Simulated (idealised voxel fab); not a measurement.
Presented below is a process module, voxel capacitor over wiring.
The cross-section on display is named cut; it measures 280 nm wide, and its cells are 5 nm squares.
Each cross-section below is a grid of square cells, stated as bands in top-down order, with one or more rows of cells making up each band.
Within each band entry, the heights of the top and of the bottom of the band appear first, in that order and in nm; the materials of the band then follow from left to right, each with its corresponding width in nm. The designation "all across" on a single material indicates that it fills the band from edge to edge; the designation "blank" indicates empty space.
Height is counted from the level 0, under which the received wafer is composed throughout of one material. The lowest of the bands is not closed at the bottom but continues downward, in the notation "from 0 down".
Width spec "30..40" -> top row of cells at first value, bottom row at second value, equal per-row change in between.
A step reported as "nothing altered" is a step in which no cell of the cross-section changed.
Voids not open to the top, 8 cells minimum: see "Closed empty spaces". Written width x height at distance; distance is from the left edge; nm.
Step line, after settings: the simulator's comment on this step.
The optional step-line setting "overlay nm" applies to steps with a mask and quantifies how far to the right of its planned location the mask lay, a negative value indicating leftward placement.
If you're wondering how to read the rest of this, here's the deal. It's pairs of cross-sections: one from before a process step, one from after it. The after one is only drawn as far down as the lowest band that changed. Right under each pair you'll see which step sits between them and what its settings were. Don't read the pairs as one continuous story, though. They can come from different runs of this module on the same starting wafer, and a pair only carries on from the one above it where its entry headed "Status quo ante" says so.

# Status quo ante
from 65 to 45 | lowk 100  TiN 5  Ru 5  TiN 5  lowk 165
from 45 to 40 | SiCN 100  TiN 15  SiCN 165
from 40 to 20 | lowk 85  TiN 5  Cu 20  TiN 5  lowk 50  TiN 5  Cu 20  TiN 5  lowk 85
from 20 to 15 | lowk 85  TiN 30  lowk 50  TiN 30  lowk 85
from 15 to 5 | SiO2 all across
from 5 to 0 | SiN all across
from 0 down | Si all across
Closed empty spaces: none

# Post-Step Appearance
from 75 to 65 | TiN all across
Below a height of 65, the structure has not been altered.
Closed empty spaces: none
the step between: DIRECTIONAL_DEP | material TiN | thk nm 10

Status quo ante: refer to the pair immediately above; the cross-section shown after its step is the state before this one.

# Post-Step Appearance
from 80 to 75 | HfO2 all across
Below a height of 75, the structure has not been altered.
Closed empty spaces: none
the step between: DIRECTIONAL_DEP | material HfO2 | thk nm 5

Status quo ante: refer to the pair immediately above; the cross-section shown after its step is the state before this one.

# Post-Step Appearance
from 85 to 80 | TiN all across
Below a height of 80, the structure has not been altered.
Closed empty spaces: none
the step between: DIRECTIONAL_DEP | material TiN | thk nm 5

Status quo ante: refer to the pair immediately above; the cross-section shown after its step is the state before this one.

# Post-Step Appearance
from 100 to 85 | blank 100  resist 55  blank 125
Below a height of 85, the structure has not been altered.
Closed empty spaces: none
the step between: PATTERN | tone cover | mask id UPPER_PLATE | material resist | width nm 55 | thk nm 15 | overlay nm 0

Status quo ante: refer to the pair immediately above; the cross-section shown after its step is the state before this one.

# Post-Step Appearance
from 100 to 85 | blank 100  resist 55  blank 125
from 85 to 80 | blank 100  TiN 55  blank 125
Below a height of 80, the structure has not been altered.
Closed empty spaces: none
the step between: DIRECTIONAL_ETCH | etch materials TiN | depth nm 5

Status quo ante: refer to the pair immediately above; the cross-section shown after its step is the state before this one.

# Post-Step Appearance
from 100 to 85 | blank 100  resist 55  blank 125
from 85 to 80 | blank 100  TiN 55  blank 125
from 80 to 75 | blank 100  HfO2 55  blank 125
Below a height of 75, the structure has not been altered.
Closed empty spaces: none
the step between: DIRECTIONAL_ETCH | etch materials HfO2 | depth nm 5

Status quo ante: refer to the pair immediately above; the cross-section shown after its step is the state before this one.

# Post-Step Appearance
from 85 to 80 | blank 100  TiN 55  blank 125
Below a height of 80, the structure has not been altered.
Closed empty spaces: none
the step between: STRIP | etch materials resist

Status quo ante: refer to the pair immediately above; the cross-section shown after its step is the state before this one.

# Post-Step Appearance
from 100 to 85 | blank 95  resist 65  blank 120
from 85 to 80 | blank 95  resist 5  TiN 55  resist 5  blank 120
from 80 to 75 | blank 95  resist 5  HfO2 55  resist 5  blank 120
Below a height of 75, the structure has not been altered.
Closed empty spaces: none
the step between: PATTERN | tone cover | mask id LOWER_PLATE | material resist | width nm 65 | thk nm 15 | overlay nm 0

Status quo ante: refer to the pair immediately above; the cross-section shown after its step is the state before this one.

# Post-Step Appearance
from 100 to 85 | blank 95  resist 65  blank 120
from 85 to 80 | blank 95  resist 5  TiN 55  resist 5  blank 120
from 80 to 75 | blank 95  resist 5  HfO2 55  resist 5  blank 120
from 75 to 65 | blank 95  TiN 65  blank 120
Below a height of 65, the structure has not been altered.
Closed empty spaces: none
the step between: DIRECTIONAL_ETCH | etch materials TiN | depth nm 10

Status quo ante: refer to the pair immediately above; the cross-section shown after its step is the state before this one.

# Post-Step Appearance
from 85 to 80 | blank 100  TiN 55  blank 125
from 80 to 75 | blank 100  HfO2 55  blank 125
Below a height of 75, the structure has not been altered.
Closed empty spaces: none
the step between: STRIP | etch materials resist

Status quo ante: refer to the pair immediately above; the cross-section shown after its step is the state before this one.

# Post-Step Appearance
from 105 to 85 | SiO2 all across
from 85 to 80 | SiO2 100  TiN 55  SiO2 125
from 80 to 75 | SiO2 100  HfO2 55  SiO2 125
from 75 to 65 | SiO2 95  TiN 65  SiO2 120
Below a height of 65, the structure has not been altered.
Closed empty spaces: none
the step between: FILL_DEP | material SiO2 | thk nm 20

Status quo ante: refer to the pair immediately above; the cross-section shown after its step is the state before this one.

# Post-Step Appearance
from 100 to 85 | SiO2 all across
Below a height of 85, the structure has not been altered.
Closed empty spaces: none
the step between: CMP | height nm 100

Status quo ante: refer to the pair immediately above; the cross-section shown after its step is the state before this one.

# Post-Step Appearance
from 120 to 100 | resist 110  blank 15  resist 155
Below a height of 100, the structure has not been altered.
Closed empty spaces: none
the step between: PATTERN | tone open | mask id PLUG_2 | material resist | width nm 15 | thk nm 20 | overlay nm 0

Status quo ante: refer to the pair immediately above; the cross-section shown after its step is the state before this one.

# Post-Step Appearance
from 120 to 100 | resist 110  blank 15  resist 155
from 100 to 85 | SiO2 110  blank 15  SiO2 155
Below a height of 85, the structure has not been altered.
Closed empty spaces: none
the step between: DIRECTIONAL_ETCH | etch materials SiO2 | depth nm 15

Status quo ante: refer to the pair immediately above; the cross-section shown after its step is the state before this one.

# Post-Step Appearance
from 100 to 85 | SiO2 110  blank 15  SiO2 155
Below a height of 85, the structure has not been altered.
Closed empty spaces: none
the step between: STRIP | etch materials resist

Status quo ante: refer to the pair immediately above; the cross-section shown after its step is the state before this one.

# Post-Step Appearance
from 105 to 100 | TiN 115  blank 5  TiN 160
from 100 to 90 | SiO2 110  TiN 5  blank 5  TiN 5  SiO2 155
from 90 to 80 | SiO2 110..100  TiN 15..55  SiO2 155..125
Below a height of 80, the structure has not been altered.
Closed empty spaces: none
the step between: CONFORMAL_DEP | material TiN | thk nm 5

Status quo ante: refer to the pair immediately above; the cross-section shown after its step is the state before this one.

# Post-Step Appearance
from 115 to 105 | Ru all across
from 105 to 100 | TiN 115  Ru 5  TiN 160
from 100 to 90 | SiO2 110  TiN 5  Ru 5  TiN 5  SiO2 155
Below a height of 90, the structure has not been altered.
Closed empty spaces: none
the step between: FILL_DEP | material Ru | thk nm 10

Status quo ante: refer to the pair immediately above; the cross-section shown after its step is the state before this one.

# Post-Step Appearance
from 100 to 90 | SiO2 110  TiN 5  Ru 5  TiN 5  SiO2 155
Below a height of 90, the structure has not been altered.
Closed empty spaces: none
the step between: CMP | height nm 100

Status quo ante: refer to the pair immediately above; the cross-section shown after its step is the state before this one.

# Post-Step Appearance
from 105 to 100 | SiN all across
Below a height of 100, the structure has not been altered.
Closed empty spaces: none
the step between: CONFORMAL_DEP | material SiN | thk nm 5

# Status quo ante
from 120 to 100 | resist 110  blank 15  resist 155
from 100 to 85 | SiO2 all across
from 85 to 80 | SiO2 100  TiN 55  SiO2 125
from 80 to 75 | SiO2 100  HfO2 55  SiO2 125
from 75 to 65 | SiO2 95  TiN 65  SiO2 120
from 65 to 45 | lowk 100  TiN 5  Ru 5  TiN 5  lowk 165
from 45 to 40 | SiCN 100  TiN 15  SiCN 165
from 40 to 15 | lowk 85  TiN 5  Cu 20  TiN 5  lowk 50  TiN 5  Cu 20  TiN 5  lowk 85
from 15 to 10 | SiN 85  TiN 30  SiN 50  TiN 30  SiN 85
from 10 to 0 | SiO2 all across
from 0 down | Si all across
Closed empty spaces: none

# Post-Step Appearance
from 120 to 100 | resist 110  blank 15  resist 155
from 100 to 95 | SiO2 110  blank 15  SiO2 155
Below a height of 95, the structure has not been altered.
Closed empty spaces: none
the step between: DIRECTIONAL_ETCH | etch materials SiO2 | depth nm 5

Status quo ante: refer to the pair immediately above; the cross-section shown after its step is the state before this one.

# Post-Step Appearance
from 100 to 95 | SiO2 110  blank 15  SiO2 155
Below a height of 95, the structure has not been altered.
Closed empty spaces: none
the step between: STRIP | etch materials resist

Status quo ante: refer to the pair immediately above; the cross-section shown after its step is the state before this one.

# Post-Step Appearance
from 105 to 100 | TiN 115  blank 5  TiN 160
from 100 to 95 | SiO2 110  TiN 15  SiO2 155
Below a height of 95, the structure has not been altered.
Closed empty spaces: none
the step between: CONFORMAL_DEP | material TiN | thk nm 5

Status quo ante: refer to the pair immediately above; the cross-section shown after its step is the state before this one.

# Post-Step Appearance
from 115 to 105 | Ru all across
from 105 to 100 | TiN 115  Ru 5  TiN 160
Below a height of 100, the structure has not been altered.
Closed empty spaces: none
the step between: FILL_DEP | material Ru | thk nm 10

Status quo ante: refer to the pair immediately above; the cross-section shown after its step is the state before this one.

# Post-Step Appearance
from 100 to 95 | SiO2 110  TiN 15  SiO2 155
Below a height of 95, the structure has not been altered.
Closed empty spaces: none
the step between: CMP | height nm 100

Status quo ante: refer to the pair immediately above; the cross-section shown after its step is the state before this one.

# Post-Step Appearance
from 105 to 100 | SiN all across
Below a height of 100, the structure has not been altered.
Closed empty spaces: none
the step between: CONFORMAL_DEP | material SiN | thk nm 5

# Status quo ante
from 85 to 80 | blank 100  TiN 55  blank 125
from 80 to 75 | blank 100  HfO2 55  blank 125
from 75 to 65 | TiN all across
from 65 to 45 | lowk 100  TiN 5  Ru 5  TiN 5  lowk 165
from 45 to 40 | SiCN 100  TiN 15  SiCN 165
from 40 to 15 | lowk 85  TiN 5  Cu 20  TiN 5  lowk 50  TiN 5  Cu 20  TiN 5  lowk 85
from 15 to 10 | SiN 85  TiN 30  SiN 50  TiN 30  SiN 85
from 10 to 0 | SiO2 all across
from 0 down | Si all across
Closed empty spaces: none

# Post-Step Appearance
from 100 to 85 | blank 90  resist 75  blank 115
from 85 to 80 | blank 90  resist 10  TiN 55  resist 10  blank 115
from 80 to 75 | blank 90  resist 10  HfO2 55  resist 10  blank 115
Below a height of 75, the structure has not been altered.
Closed empty spaces: none
the step between: PATTERN | tone cover | mask id LOWER_PLATE | material resist | width nm 75 | thk nm 15 | overlay nm 0

Status quo ante: refer to the pair immediately above; the cross-section shown after its step is the state before this one.

# Post-Step Appearance
from 100 to 85 | blank 90  resist 75  blank 115
from 85 to 80 | blank 90  resist 10  TiN 55  resist 10  blank 115
from 80 to 75 | blank 90  resist 10  HfO2 55  resist 10  blank 115
from 75 to 65 | blank 90  TiN 75  blank 115
Below a height of 65, the structure has not been altered.
Closed empty spaces: none
the step between: DIRECTIONAL_ETCH | etch materials TiN | depth nm 10

Status quo ante: refer to the pair immediately above; the cross-section shown after its step is the state before this one.

# Post-Step Appearance
from 85 to 80 | blank 100  TiN 55  blank 125
from 80 to 75 | blank 100  HfO2 55  blank 125
Below a height of 75, the structure has not been altered.
Closed empty spaces: none
the step between: STRIP | etch materials resist

Status quo ante: refer to the pair immediately above; the cross-section shown after its step is the state before this one.

# Post-Step Appearance
from 105 to 85 | SiO2 all across
from 85 to 80 | SiO2 100  TiN 55  SiO2 125
from 80 to 75 | SiO2 100  HfO2 55  SiO2 125
from 75 to 65 | SiO2 90  TiN 75  SiO2 115
Below a height of 65, the structure has not been altered.
Closed empty spaces: none
the step between: FILL_DEP | material SiO2 | thk nm 20

Status quo ante: refer to the pair immediately above; the cross-section shown after its step is the state before this one.

# Post-Step Appearance
from 100 to 85 | SiO2 all across
Below a height of 85, the structure has not been altered.
Closed empty spaces: none
the step between: CMP | height nm 100

Status quo ante: refer to the pair immediately above; the cross-section shown after its step is the state before this one.

# Post-Step Appearance
from 120 to 100 | resist 110  blank 15  resist 155
Below a height of 100, the structure has not been altered.
Closed empty spaces: none
the step between: PATTERN | tone open | mask id PLUG_2 | material resist | width nm 15 | thk nm 20 | overlay nm 0

Status quo ante: refer to the pair immediately above; the cross-section shown after its step is the state before this one.

# Post-Step Appearance
from 120 to 100 | resist 110  blank 15  resist 155
from 100 to 85 | SiO2 110  blank 15  SiO2 155
Below a height of 85, the structure has not been altered.
Closed empty spaces: none
the step between: DIRECTIONAL_ETCH | etch materials SiO2 | depth nm 15

Status quo ante: refer to the pair immediately above; the cross-section shown after its step is the state before this one.

# Post-Step Appearance
from 100 to 85 | SiO2 110  blank 15  SiO2 155
Below a height of 85, the structure has not been altered.
Closed empty spaces: none
the step between: STRIP | etch materials resist

Status quo ante: refer to the pair immediately above; the cross-section shown after its step is the state before this one.

# Post-Step Appearance
from 105 to 100 | TiN 115  blank 5  TiN 160
from 100 to 90 | SiO2 110  TiN 5  blank 5  TiN 5  SiO2 155
from 90 to 80 | SiO2 110..100  TiN 15..55  SiO2 155..125
Below a height of 80, the structure has not been altered.
Closed empty spaces: none
the step between: CONFORMAL_DEP | material TiN | thk nm 5

Status quo ante: refer to the pair immediately above; the cross-section shown after its step is the state before this one.

# Post-Step Appearance
from 115 to 105 | Ru all across
from 105 to 100 | TiN 115  Ru 5  TiN 160
from 100 to 90 | SiO2 110  TiN 5  Ru 5  TiN 5  SiO2 155
Below a height of 90, the structure has not been altered.
Closed empty spaces: none
the step between: FILL_DEP | material Ru | thk nm 10

Status quo ante: refer to the pair immediately above; the cross-section shown after its step is the state before this one.

# Post-Step Appearance
from 100 to 90 | SiO2 110  TiN 5  Ru 5  TiN 5  SiO2 155
Below a height of 90, the structure has not been altered.
Closed empty spaces: none
the step between: CMP | height nm 100

Status quo ante: refer to the pair immediately above; the cross-section shown after its step is the state before this one.

# Post-Step Appearance
from 105 to 100 | SiN all across
Below a height of 100, the structure has not been altered.
Closed empty spaces: none
the step between: CONFORMAL_DEP | material SiN | thk nm 5

# Status quo ante
from 80 to 65 | aC all across
from 65 to 45 | lowk all across
from 45 to 40 | SiCN all across
from 40 to 15 | lowk 85  TiN 5  Cu 20  TiN 5  lowk 50  TiN 5  Cu 20  TiN 5  lowk 85
from 15 to 10 | SiN 85  TiN 30  SiN 50  TiN 30  SiN 85
from 10 to 0 | SiO2 all across
from 0 down | Si all across
Closed empty spaces: none

# Post-Step Appearance
from 115 to 80 | resist 95  blank 15  resist 170
Below a height of 80, the structure has not been altered.
Closed empty spaces: none
the step between: PATTERN | tone open | mask id PLUG_1 | material resist | width nm 15 | thk nm 35 | overlay nm -5

Status quo ante: refer to the pair immediately above; the cross-section shown after its step is the state before this one.

# Post-Step Appearance
from 100 to 80 | resist 95  blank 15  resist 170
from 80 to 65 | aC 95  blank 15  aC 170
Below a height of 65, the structure has not been altered.
Closed empty spaces: none
the step between: DIRECTIONAL_ETCH | etch materials aC | depth nm 15

Status quo ante: refer to the pair immediately above; the cross-section shown after its step is the state before this one.

# Post-Step Appearance
from 80 to 65 | aC 95  blank 15  aC 170
Below a height of 65, the structure has not been altered.
Closed empty spaces: none
the step between: STRIP | etch materials resist

Status quo ante: refer to the pair immediately above; the cross-section shown after its step is the state before this one.

# Post-Step Appearance
from 80 to 65 | aC 95  blank 15  aC 170
from 65 to 45 | lowk 95  blank 15  lowk 170
Below a height of 45, the structure has not been altered.
Closed empty spaces: none
the step between: DIRECTIONAL_ETCH | etch materials lowk | depth nm 20

Status quo ante: refer to the pair immediately above; the cross-section shown after its step is the state before this one.

# Post-Step Appearance
from 80 to 65 | aC 95  blank 15  aC 170
from 65 to 45 | lowk 95  blank 15  lowk 170
from 45 to 40 | SiCN 95  blank 15  SiCN 170
Below a height of 40, the structure has not been altered.
Closed empty spaces: none
the step between: DIRECTIONAL_ETCH | etch materials SiCN | depth nm 5

Status quo ante: refer to the pair immediately above; the cross-section shown after its step is the state before this one.

# Post-Step Appearance
from 65 to 45 | lowk 95  blank 15  lowk 170
Below a height of 45, the structure has not been altered.
Closed empty spaces: none
the step between: STRIP | etch materials aC

Status quo ante: refer to the pair immediately above; the cross-section shown after its step is the state before this one.

# Post-Step Appearance
from 70 to 65 | TiN 100  blank 5  TiN 175
from 65 to 45 | lowk 95  TiN 5  blank 5  TiN 5  lowk 170
from 45 to 40 | SiCN 95  TiN 15  SiCN 170
Below a height of 40, the structure has not been altered.
Closed empty spaces: none
the step between: CONFORMAL_DEP | material TiN | thk nm 5

Status quo ante: refer to the pair immediately above; the cross-section shown after its step is the state before this one.

# Post-Step Appearance
from 80 to 70 | Ru all across
from 70 to 65 | TiN 100  Ru 5  TiN 175
from 65 to 45 | lowk 95  TiN 5  Ru 5  TiN 5  lowk 170
Below a height of 45, the structure has not been altered.
Closed empty spaces: none
the step between: FILL_DEP | material Ru | thk nm 10

Status quo ante: refer to the pair immediately above; the cross-section shown after its step is the state before this one.

# Post-Step Appearance
from 65 to 45 | lowk 95  TiN 5  Ru 5  TiN 5  lowk 170
Below a height of 45, the structure has not been altered.
Closed empty spaces: none
the step between: CMP | height nm 65

Status quo ante: refer to the pair immediately above; the cross-section shown after its step is the state before this one.

# Post-Step Appearance
from 75 to 65 | TiN all across
Below a height of 65, the structure has not been altered.
Closed empty spaces: none
the step between: DIRECTIONAL_DEP | material TiN | thk nm 10

Status quo ante: refer to the pair immediately above; the cross-section shown after its step is the state before this one.

# Post-Step Appearance
from 80 to 75 | HfO2 all across
Below a height of 75, the structure has not been altered.
Closed empty spaces: none
the step between: DIRECTIONAL_DEP | material HfO2 | thk nm 5

Status quo ante: refer to the pair immediately above; the cross-section shown after its step is the state before this one.

# Post-Step Appearance
from 85 to 80 | TiN all across
Below a height of 80, the structure has not been altered.
Closed empty spaces: none
the step between: DIRECTIONAL_DEP | material TiN | thk nm 5

Status quo ante: refer to the pair immediately above; the cross-section shown after its step is the state before this one.

# Post-Step Appearance
from 100 to 85 | blank 100  resist 55  blank 125
Below a height of 85, the structure has not been altered.
Closed empty spaces: none
the step between: PATTERN | tone cover | mask id UPPER_PLATE | material resist | width nm 55 | thk nm 15 | overlay nm 0

Status quo ante: refer to the pair immediately above; the cross-section shown after its step is the state before this one.

# Post-Step Appearance
from 100 to 85 | blank 100  resist 55  blank 125
from 85 to 80 | blank 100  TiN 55  blank 125
Below a height of 80, the structure has not been altered.
Closed empty spaces: none
the step between: DIRECTIONAL_ETCH | etch materials TiN | depth nm 5

Status quo ante: refer to the pair immediately above; the cross-section shown after its step is the state before this one.

# Post-Step Appearance
from 100 to 85 | blank 100  resist 55  blank 125
from 85 to 80 | blank 100  TiN 55  blank 125
from 80 to 75 | blank 100  HfO2 55  blank 125
Below a height of 75, the structure has not been altered.
Closed empty spaces: none
the step between: DIRECTIONAL_ETCH | etch materials HfO2 | depth nm 5

Status quo ante: refer to the pair immediately above; the cross-section shown after its step is the state before this one.

# Post-Step Appearance
from 85 to 80 | blank 100  TiN 55  blank 125
Below a height of 80, the structure has not been altered.
Closed empty spaces: none
the step between: STRIP | etch materials resist

Status quo ante: refer to the pair immediately above; the cross-section shown after its step is the state before this one.

# Post-Step Appearance
from 100 to 85 | blank 95  resist 65  blank 120
from 85 to 80 | blank 95  resist 5  TiN 55  resist 5  blank 120
from 80 to 75 | blank 95  resist 5  HfO2 55  resist 5  blank 120
Below a height of 75, the structure has not been altered.
Closed empty spaces: none
the step between: PATTERN | tone cover | mask id LOWER_PLATE | material resist | width nm 65 | thk nm 15 | overlay nm 0

Status quo ante: refer to the pair immediately above; the cross-section shown after its step is the state before this one.

# Post-Step Appearance
from 100 to 85 | blank 95  resist 65  blank 120
from 85 to 80 | blank 95  resist 5  TiN 55  resist 5  blank 120
from 80 to 75 | blank 95  resist 5  HfO2 55  resist 5  blank 120
from 75 to 65 | blank 95  TiN 65  blank 120
Below a height of 65, the structure has not been altered.
Closed empty spaces: none
the step between: DIRECTIONAL_ETCH | etch materials TiN | depth nm 10

Status quo ante: refer to the pair immediately above; the cross-section shown after its step is the state before this one.

# Post-Step Appearance
from 85 to 80 | blank 100  TiN 55  blank 125
from 80 to 75 | blank 100  HfO2 55  blank 125
Below a height of 75, the structure has not been altered.
Closed empty spaces: none
the step between: STRIP | etch materials resist

Status quo ante: refer to the pair immediately above; the cross-section shown after its step is the state before this one.

# Post-Step Appearance
from 105 to 85 | SiO2 all across
from 85 to 80 | SiO2 100  TiN 55  SiO2 125
from 80 to 75 | SiO2 100  HfO2 55  SiO2 125
from 75 to 65 | SiO2 95  TiN 65  SiO2 120
Below a height of 65, the structure has not been altered.
Closed empty spaces: none
the step between: FILL_DEP | material SiO2 | thk nm 20

Status quo ante: refer to the pair immediately above; the cross-section shown after its step is the state before this one.

# Post-Step Appearance
from 100 to 85 | SiO2 all across
Below a height of 85, the structure has not been altered.
Closed empty spaces: none
the step between: CMP | height nm 100

Status quo ante: refer to the pair immediately above; the cross-section shown after its step is the state before this one.

# Post-Step Appearance
from 120 to 100 | resist 110  blank 15  resist 155
Below a height of 100, the structure has not been altered.
Closed empty spaces: none
the step between: PATTERN | tone open | mask id PLUG_2 | material resist | width nm 15 | thk nm 20 | overlay nm 0

Status quo ante: refer to the pair immediately above; the cross-section shown after its step is the state before this one.

# Post-Step Appearance
from 120 to 100 | resist 110  blank 15  resist 155
from 100 to 85 | SiO2 110  blank 15  SiO2 155
Below a height of 85, the structure has not been altered.
Closed empty spaces: none
the step between: DIRECTIONAL_ETCH | etch materials SiO2 | depth nm 15

Status quo ante: refer to the pair immediately above; the cross-section shown after its step is the state before this one.

# Post-Step Appearance
from 100 to 85 | SiO2 110  blank 15  SiO2 155
Below a height of 85, the structure has not been altered.
Closed empty spaces: none
the step between: STRIP | etch materials resist

Status quo ante: refer to the pair immediately above; the cross-section shown after its step is the state before this one.

# Post-Step Appearance
from 105 to 100 | TiN 115  blank 5  TiN 160
from 100 to 90 | SiO2 110  TiN 5  blank 5  TiN 5  SiO2 155
from 90 to 80 | SiO2 110..100  TiN 15..55  SiO2 155..125
Below a height of 80, the structure has not been altered.
Closed empty spaces: none
the step between: CONFORMAL_DEP | material TiN | thk nm 5

Status quo ante: refer to the pair immediately above; the cross-section shown after its step is the state before this one.

# Post-Step Appearance
from 115 to 105 | Ru all across
from 105 to 100 | TiN 115  Ru 5  TiN 160
from 100 to 90 | SiO2 110  TiN 5  Ru 5  TiN 5  SiO2 155
Below a height of 90, the structure has not been altered.
Closed empty spaces: none
the step between: FILL_DEP | material Ru | thk nm 10

Status quo ante: refer to the pair immediately above; the cross-section shown after its step is the state before this one.

# Post-Step Appearance
from 100 to 90 | SiO2 110  TiN 5  Ru 5  TiN 5  SiO2 155
Below a height of 90, the structure has not been altered.
Closed empty spaces: none
the step between: CMP | height nm 100

Status quo ante: refer to the pair immediately above; the cross-section shown after its step is the state before this one.

# Post-Step Appearance
from 105 to 100 | SiN all across
Below a height of 100, the structure has not been altered.
Closed empty spaces: none
the step between: CONFORMAL_DEP | material SiN | thk nm 5

# Status quo ante
from 0 down | Si all across
Closed empty spaces: none

# Post-Step Appearance
from 10 to 0 | Ru all across
Below a height of 0, the structure has not been altered.
Closed empty spaces: none
the step between: CONFORMAL_DEP | material Ru | thk nm 10

Status quo ante: refer to the pair immediately above; the cross-section shown after its step is the state before this one.

# Post-Step Appearance
from 15 to 10 | SiN all across
Below a height of 10, the structure has not been altered.
Closed empty spaces: none
the step between: CONFORMAL_DEP | material SiN | thk nm 5

Status quo ante: refer to the pair immediately above; the cross-section shown after its step is the state before this one.

# Post-Step Appearance
from 40 to 15 | lowk all across
Below a height of 15, the structure has not been altered.
Closed empty spaces: none
the step between: DIRECTIONAL_DEP | material lowk | thk nm 25

Status quo ante: refer to the pair immediately above; the cross-section shown after its step is the state before this one.

# Post-Step Appearance
from 60 to 40 | resist 85  blank 30  resist 50  blank 30  resist 85
Below a height of 40, the structure has not been altered.
Closed empty spaces: none
the step between: PATTERN | tone open | mask id METAL_1 | material resist | width nm 30 | pitch nm 80 | thk nm 20 | overlay nm 0

Status quo ante: refer to the pair immediately above; the cross-section shown after its step is the state before this one.

# Post-Step Appearance
from 60 to 40 | resist 85  blank 30  resist 50  blank 30  resist 85
from 40 to 15 | lowk 85  blank 30  lowk 50  blank 30  lowk 85
Below a height of 15, the structure has not been altered.
Closed empty spaces: none
the step between: DIRECTIONAL_ETCH | etch materials lowk | depth nm 25

Status quo ante: refer to the pair immediately above; the cross-section shown after its step is the state before this one.

# Post-Step Appearance
from 60 to 40 | resist 85  blank 30  resist 50  blank 30  resist 85
from 40 to 15 | lowk 85  blank 30  lowk 50  blank 30  lowk 85
from 15 to 10 | SiN 85  blank 30  SiN 50  blank 30  SiN 85
Below a height of 10, the structure has not been altered.
Closed empty spaces: none
the step between: DIRECTIONAL_ETCH | etch materials SiN | depth nm 5

Status quo ante: refer to the pair immediately above; the cross-section shown after its step is the state before this one.

# Post-Step Appearance
from 40 to 15 | lowk 85  blank 30  lowk 50  blank 30  lowk 85
Below a height of 15, the structure has not been altered.
Closed empty spaces: none
the step between: STRIP | etch materials resist

Status quo ante: refer to the pair immediately above; the cross-section shown after its step is the state before this one.

# Post-Step Appearance
from 45 to 40 | TiN 90  blank 20  TiN 60  blank 20  TiN 90
from 40 to 15 | lowk 85  TiN 5  blank 20  TiN 5  lowk 50  TiN 5  blank 20  TiN 5  lowk 85
from 15 to 10 | SiN 85  TiN 30  SiN 50  TiN 30  SiN 85
Below a height of 10, the structure has not been altered.
Closed empty spaces: none
the step between: CONFORMAL_DEP | material TiN | thk nm 5

Status quo ante: refer to the pair immediately above; the cross-section shown after its step is the state before this one.

# Post-Step Appearance
from 55 to 45 | Cu all across
from 45 to 40 | TiN 90  Cu 20  TiN 60  Cu 20  TiN 90
from 40 to 15 | lowk 85  TiN 5  Cu 20  TiN 5  lowk 50  TiN 5  Cu 20  TiN 5  lowk 85
Below a height of 15, the structure has not been altered.
Closed empty spaces: none
the step between: FILL_DEP | material Cu | thk nm 10

Status quo ante: refer to the pair immediately above; the cross-section shown after its step is the state before this one.

# Post-Step Appearance
from 40 to 15 | lowk 85  TiN 5  Cu 20  TiN 5  lowk 50  TiN 5  Cu 20  TiN 5  lowk 85
Below a height of 15, the structure has not been altered.
Closed empty spaces: none
the step between: CMP | height nm 40

Status quo ante: refer to the pair immediately above; the cross-section shown after its step is the state before this one.

# Post-Step Appearance
from 45 to 40 | SiCN all across
Below a height of 40, the structure has not been altered.
Closed empty spaces: none
the step between: CONFORMAL_DEP | material SiCN | thk nm 5

Status quo ante: refer to the pair immediately above; the cross-section shown after its step is the state before this one.

# Post-Step Appearance
from 65 to 45 | lowk all across
Below a height of 45, the structure has not been altered.
Closed empty spaces: none
the step between: DIRECTIONAL_DEP | material lowk | thk nm 20

Status quo ante: refer to the pair immediately above; the cross-section shown after its step is the state before this one.

# Post-Step Appearance
from 80 to 65 | aC all across
Below a height of 65, the structure has not been altered.
Closed empty spaces: none
the step between: DIRECTIONAL_DEP | material aC | thk nm 15

Status quo ante: refer to the pair immediately above; the cross-section shown after its step is the state before this one.

# Post-Step Appearance
from 115 to 80 | resist 100  blank 15  resist 165
Below a height of 80, the structure has not been altered.
Closed empty spaces: none
the step between: PATTERN | tone open | mask id PLUG_1 | material resist | width nm 15 | thk nm 35 | overlay nm 0

Status quo ante: refer to the pair immediately above; the cross-section shown after its step is the state before this one.

# Post-Step Appearance
from 100 to 80 | resist 100  blank 15  resist 165
from 80 to 65 | aC 100  blank 15  aC 165
Below a height of 65, the structure has not been altered.
Closed empty spaces: none
the step between: DIRECTIONAL_ETCH | etch materials aC | depth nm 15

Status quo ante: refer to the pair immediately above; the cross-section shown after its step is the state before this one.

# Post-Step Appearance
from 80 to 65 | aC 100  blank 15  aC 165
Below a height of 65, the structure has not been altered.
Closed empty spaces: none
the step between: STRIP | etch materials resist

Status quo ante: refer to the pair immediately above; the cross-section shown after its step is the state before this one.

# Post-Step Appearance
from 80 to 65 | aC 100  blank 15  aC 165
from 65 to 45 | lowk 100  blank 15  lowk 165
Below a height of 45, the structure has not been altered.
Closed empty spaces: none
the step between: DIRECTIONAL_ETCH | etch materials lowk | depth nm 20

Status quo ante: refer to the pair immediately above; the cross-section shown after its step is the state before this one.

# Post-Step Appearance
from 80 to 65 | aC 100  blank 15  aC 165
from 65 to 45 | lowk 100  blank 15  lowk 165
from 45 to 40 | SiCN 100  blank 15  SiCN 165
Below a height of 40, the structure has not been altered.
Closed empty spaces: none
the step between: DIRECTIONAL_ETCH | etch materials SiCN | depth nm 5

Status quo ante: refer to the pair immediately above; the cross-section shown after its step is the state before this one.

# Post-Step Appearance
from 65 to 45 | lowk 100  blank 15  lowk 165
Below a height of 45, the structure has not been altered.
Closed empty spaces: none
the step between: STRIP | etch materials aC

Status quo ante: refer to the pair immediately above; the cross-section shown after its step is the state before this one.

# Post-Step Appearance
from 70 to 65 | TiN 105  blank 5  TiN 170
from 65 to 45 | lowk 100  TiN 5  blank 5  TiN 5  lowk 165
from 45 to 40 | SiCN 100  TiN 15  SiCN 165
Below a height of 40, the structure has not been altered.
Closed empty spaces: none
the step between: CONFORMAL_DEP | material TiN | thk nm 5

Status quo ante: refer to the pair immediately above; the cross-section shown after its step is the state before this one.

# Post-Step Appearance
from 80 to 70 | Ru all across
from 70 to 65 | TiN 105  Ru 5  TiN 170
from 65 to 45 | lowk 100  TiN 5  Ru 5  TiN 5  lowk 165
Below a height of 45, the structure has not been altered.
Closed empty spaces: none
the step between: FILL_DEP | material Ru | thk nm 10

Status quo ante: refer to the pair immediately above; the cross-section shown after its step is the state before this one.

# Post-Step Appearance
from 65 to 45 | lowk 100  TiN 5  Ru 5  TiN 5  lowk 165
Below a height of 45, the structure has not been altered.
Closed empty spaces: none
the step between: CMP | height nm 65
